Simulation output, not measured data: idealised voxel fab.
voxel wiring stack: a process module
The cross-section shown here is cut; it is 195 nm wide and divided into square cells measuring 5 nm on a side.
Reading order for cross-sections: top band down to bottom band. Underlying form: a grid of square cells. Band size: one or more rows of cells.
Band: top height; bottom height; in nm. Then, left to right: material with width in nm, for each material. "everywhere": a single material spanning edge to edge. "air": empty space.
A quick word on heights: they are counted from 0, and under that level the wafer as it came to us is one material throughout. The lowest band is different from the rest in having no bottom; it simply continues downward, written as in "0 nm and below".
So if you see something like "30 to 40" for the width, read it as the top row of the band sitting at the first number and the bottom row at the second, with every row in between moving by the same amount as the last.
Where the words "nothing was modified" appear for a step, the cross-section shows no cell changed by that step; every cell remained as before.
You'll see "Voids lacking openings" listing empty spaces that have no way open to the top, as long as they're 8 cells or more; the notation is width x height at distance, where the distance is from the left edge, and all of it is in nm.
Past the settings on a step's line: simulator remark, on that step.
Each step line may optionally specify "overlay nm", which for a step with a mask gives the rightward distance between the mask's planned place and where it lay, a negative value indicating the leftward direction.

## The steps planned for the process are as follows
1) RECEIVE [material Si]
2) CONFORMAL_DEP [material SiO2] [thk nm 15]
3) CONFORMAL_DEP [material SiN] [thk nm 5]
4) DIRECTIONAL_DEP [material lowk] [thk nm 25]
5) PATTERN [tone open] [mask id METAL_1] [material resist] [width nm 25] [pitch nm 45] [thk nm 20] [overlay nm 0]
6) DIRECTIONAL_ETCH [etch materials lowk] [depth nm 25]
7) DIRECTIONAL_ETCH [etch materials SiN] [depth nm 5]
8) STRIP [etch materials resist]
9) CONFORMAL_DEP [material TiN] [thk nm 5]
10) FILL_DEP [material Cu] [thk nm 5]
11) CMP [height nm 45]
12) CONFORMAL_DEP [material SiCN] [thk nm 5]
13) DIRECTIONAL_DEP [material SiO2] [thk nm 10]
14) MASKED_ETCH [tone open] [mask id PLUG_1] [width nm 15] [pitch nm 90] [etch materials SiO2] [depth nm 10] [overlay nm 0]
15) MASKED_ETCH [tone open] [mask id PLUG_1] [width nm 15] [pitch nm 90] [etch materials SiCN] [depth nm 5] [overlay nm 0]
16) EPI [material Ru] [thk nm 10]
17) EPI [material Ru] [thk nm 5]
18) CONFORMAL_DEP [material SiN] [thk nm 5]
19) DIRECTIONAL_DEP [material lowk] [thk nm 15]
20) PATTERN [tone open] [mask id METAL_2] [material resist] [width nm 25] [pitch nm 45] [thk nm 15] [overlay nm 0]
21) DIRECTIONAL_ETCH [etch materials lowk] [depth nm 15]
22) DIRECTIONAL_ETCH [etch materials SiN] [depth nm 5]
23) STRIP [etch materials resist]
24) CONFORMAL_DEP [material TiN] [thk nm 5]
25) FILL_DEP [material Cu] [thk nm 5]
26) CMP [height nm 80]
27) CONFORMAL_DEP [material SiCN] [thk nm 5]

## Cross-section of the wafer as it came to us, i.e., already through step 1
- 0 nm and below: Si everywhere
- Voids lacking openings: none

## First of two wafers at the end of the module, shown in cross-section; run carried out as planned
- 85 nm to 80 nm: SiCN everywhere
- 80 nm to 65 nm: 15 nm lowk; 5 nm TiN; 15 nm Cu; 5 nm TiN; 20 nm lowk; 5 nm TiN; 15 nm Cu; 5 nm TiN; 20 nm lowk; 5 nm TiN; 15 nm Cu; 5 nm TiN; 20 nm lowk; 5 nm TiN; 15 nm Cu; 5 nm TiN; 20 nm lowk
- 65 nm to 60 nm: 15 nm SiN; 25 nm TiN; 20 nm SiN; 25 nm TiN; 20 nm SiN; 25 nm TiN; 20 nm SiN; 25 nm TiN; 20 nm SiN
- 60 nm to 50 nm: 15 nm SiO2; 15 nm Ru; 75 nm SiO2; 15 nm Ru; 75 nm SiO2
- 50 nm to 45 nm: 15 nm SiCN; 15 nm Ru; 75 nm SiCN; 15 nm Ru; 75 nm SiCN
- 45 nm to 20 nm: 15 nm lowk; 5 nm TiN; 15 nm Cu; 5 nm TiN; 20 nm lowk; 5 nm TiN; 15 nm Cu; 5 nm TiN; 20 nm lowk; 5 nm TiN; 15 nm Cu; 5 nm TiN; 20 nm lowk; 5 nm TiN; 15 nm Cu; 5 nm TiN; 20 nm lowk
- 20 nm to 15 nm: 15 nm SiN; 25 nm TiN; 20 nm SiN; 25 nm TiN; 20 nm SiN; 25 nm TiN; 20 nm SiN; 25 nm TiN; 20 nm SiN
- 15 nm to 0 nm: SiO2 everywhere
- 0 nm and below: Si everywhere
- Voids lacking openings: none

## Here is the second of the two wafers cut open at the end of the module - same start, same plan as the first one, but we made one mistake running it
- 85 nm to 80 nm: SiCN everywhere
- 80 nm to 65 nm: 15 nm lowk; 5 nm TiN; 15 nm Cu; 5 nm TiN; 20 nm lowk; 5 nm TiN; 15 nm Cu; 5 nm TiN; 20 nm lowk; 5 nm TiN; 15 nm Cu; 5 nm TiN; 20 nm lowk; 5 nm TiN; 15 nm Cu; 5 nm TiN; 20 nm lowk
- 65 nm to 60 nm: 15 nm SiN; 25 nm TiN; 20 nm SiN; 25 nm TiN; 20 nm SiN; 25 nm TiN; 20 nm SiN; 25 nm TiN; 20 nm SiN
- 60 nm to 50 nm: 15 nm SiO2; 15 nm Ru; 75 nm SiO2; 15 nm Ru; 75 nm SiO2
- 50 nm to 45 nm: 20 nm SiCN; 10 nm Ru; 80 nm SiCN; 10 nm Ru; 75 nm SiCN
- 45 nm to 20 nm: 15 nm lowk; 5 nm TiN; 15 nm Cu; 5 nm TiN; 20 nm lowk; 5 nm TiN; 15 nm Cu; 5 nm TiN; 20 nm lowk; 5 nm TiN; 15 nm Cu; 5 nm TiN; 20 nm lowk; 5 nm TiN; 15 nm Cu; 5 nm TiN; 20 nm lowk
- 20 nm to 15 nm: 15 nm SiN; 25 nm TiN; 20 nm SiN; 25 nm TiN; 20 nm SiN; 25 nm TiN; 20 nm SiN; 25 nm TiN; 20 nm SiN
- 15 nm to 0 nm: SiO2 everywhere
- 0 nm and below: Si everywhere
- Voids lacking openings: none
In executing the process, a mistake was made relative to the plan: step 15 ran with different settings than intended, the actual operation and settings being MASKED_ETCH [tone open] [mask id PLUG_1] [width nm 15] [pitch nm 90] [etch materials SiCN] [depth nm 5] [overlay nm 5]
It is noted that, at the conclusion of processing, the second wafer exhibits a higher or lower cell count for certain materials relative to the first: 2 fewer of Ru; 2 more of SiCN
